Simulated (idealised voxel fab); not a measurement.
Process module in this document: voxel gate over fins
FYI the section here is cut, 155 nm wide, cells are 5 nm squares.
Cross-section layout: square cells on a grid; listed as bands, top to bottom; a band spans one or more cell rows. Band: top and bottom heights (nm) first, top before bottom; then materials from left to right, widths in nm. "throughout" marks a sole material filling the band edge to edge. "blank" denotes empty space. Convention: height 0 is the level below which the wafer, as received, is all one material. The lowest band does not terminate at the bottom but continues downward, represented as "0 nm and below". When a width is written as two numbers, as in "30..40", the first number is the width in the top row of cells of the band and the second is the width in its bottom row, and the width changes by the same amount from each row to the next. The cross-section has no changed cell in any step marked "nothing altered". Closed empty spaces (no open way to the top) of 8 cells or more are what "Closed void catalog" lists, each as width x height at distance from the left edge, nm for all three. Step line, after settings: the simulator's comment on this step. overlay nm: step with mask; distance mask lay right of planned place; negative value = left of planned place.

Steps planned for the process:
| 1 | RECEIVE | material Si |
| 2 | CONFORMAL_DEP | material SiN | thk nm 5 |
| 3 | MASKED_ETCH | tone cover | mask id FINS | width nm 15 | pitch nm 50 | etch materials SiN | depth nm 5 | overlay nm 0 |
| 4 | MASKED_ETCH | tone cover | mask id FINS | width nm 15 | pitch nm 50 | etch materials Si | depth nm 30 | overlay nm 0 |
| 5 | FILL_DEP | material SiO2 | thk nm 5 |
| 6 | CMP | height nm 5 |
| 7 | DIRECTIONAL_DEP | material aC | thk nm 10 |
| 8 | PATTERN | tone open | mask id RAIL | material resist | width nm 15 | thk nm 30 | overlay nm 0 |
| 9 | DIRECTIONAL_ETCH | etch materials aC | depth nm 10 |
| 10 | STRIP | etch materials resist |
| 11 | DIRECTIONAL_ETCH | etch materials SiO2 | depth nm 30 |
| 12 | STRIP | etch materials aC |
| 13 | CONFORMAL_DEP | material TiN | thk nm 5 |
| 14 | FILL_DEP | material W | thk nm 10 |
| 15 | CMP | height nm 5 |
| 16 | SELECTIVE_ETCH | etch materials W Ru TiN | depth nm 20 |
| 17 | FILL_DEP | material SiO2 | thk nm 5 |
| 18 | CMP | height nm 5 |
| 19 | SELECTIVE_ETCH | etch materials SiO2 | depth nm 15 |
| 20 | STRIP | etch materials SiN |
| 21 | CONFORMAL_DEP | material HfO2 | thk nm 5 |
| 22 | CONFORMAL_DEP | material TiN | thk nm 5 |
| 23 | FILL_DEP | material W | thk nm 10 |
| 24 | CMP | height nm 15 |
| 25 | CONFORMAL_DEP | material SiCN | thk nm 10 |

Wafer as received: cross-section following step 1:
> 0 nm and below = Si throughout
> Closed void catalog: none

First of two wafers: cross-section at end of module, run per plan:
> 25 nm to 15 nm = SiCN throughout
> 15 nm to 10 nm = W throughout
> 10 nm to 5 nm = W 10  TiN 35  W 15  TiN 35  W 15  TiN 35  W 10
> 5 nm to 0 nm = W 10  TiN 5  HfO2 25  TiN 5  W 15  TiN 5  HfO2 25  TiN 5  W 15  TiN 5  HfO2 25  TiN 5  W 10
> 0 nm to -5 nm = TiN 15  HfO2 5  Si 15  HfO2 5  TiN 25  HfO2 5  Si 15  HfO2 5  TiN 25  HfO2 5  Si 15  HfO2 5  TiN 15
> -5 nm to -10 nm = HfO2 20  Si 15  HfO2 35  Si 15  HfO2 35  Si 15  HfO2 20
> -10 nm to -15 nm = SiO2 20  Si 15  SiO2 35  Si 15  SiO2 35  Si 15  SiO2 20
> -15 nm to -20 nm = SiO2 20  Si 15  SiO2 10  TiN 5  W 5  TiN 5  SiO2 10  Si 15  SiO2 35  Si 15  SiO2 20
> -20 nm to -25 nm = SiO2 20  Si 15  SiO2 10  TiN 15  SiO2 10  Si 15  SiO2 35  Si 15  SiO2 20
> -25 nm to -30 nm = SiO2 20  Si 15  SiO2 35  Si 15  SiO2 35  Si 15  SiO2 20
> -30 nm and below = Si throughout
> Closed void catalog: none

Cross-section, wafer two of two, end of module: same start and plan as wafer one, one error in execution:
> 25 nm to 15 nm = SiCN throughout
> 15 nm to 5 nm = W throughout
> 5 nm to 0 nm = W 15  TiN 25  W 25  TiN 25  W 25  TiN 25  W 15
> 0 nm to -5 nm = W 15  TiN 5  Si 15  TiN 5  W 25  TiN 5  Si 15  TiN 5  W 25  TiN 5  Si 15  TiN 5  W 15
> -5 nm to -10 nm = TiN 20  Si 15  TiN 35  Si 15  TiN 35  Si 15  TiN 20
> -10 nm to -15 nm = SiO2 20  Si 15  SiO2 35  Si 15  SiO2 35  Si 15  SiO2 20
> -15 nm to -20 nm = SiO2 20  Si 15  SiO2 10  TiN 5  W 5  TiN 5  SiO2 10  Si 15  SiO2 35  Si 15  SiO2 20
> -20 nm to -25 nm = SiO2 20  Si 15  SiO2 10  TiN 15  SiO2 10  Si 15  SiO2 35  Si 15  SiO2 20
> -25 nm to -30 nm = SiO2 20  Si 15  SiO2 35  Si 15  SiO2 35  Si 15  SiO2 20
> -30 nm and below = Si throughout
> Closed void catalog: none
The plan and the run diverged here: step 21 of the plan was omitted and not executed
Upon completion, the second wafer contains, in terms of cells, a greater or smaller amount of certain materials than the first wafer: 43 fewer of HfO2, 43 more of W
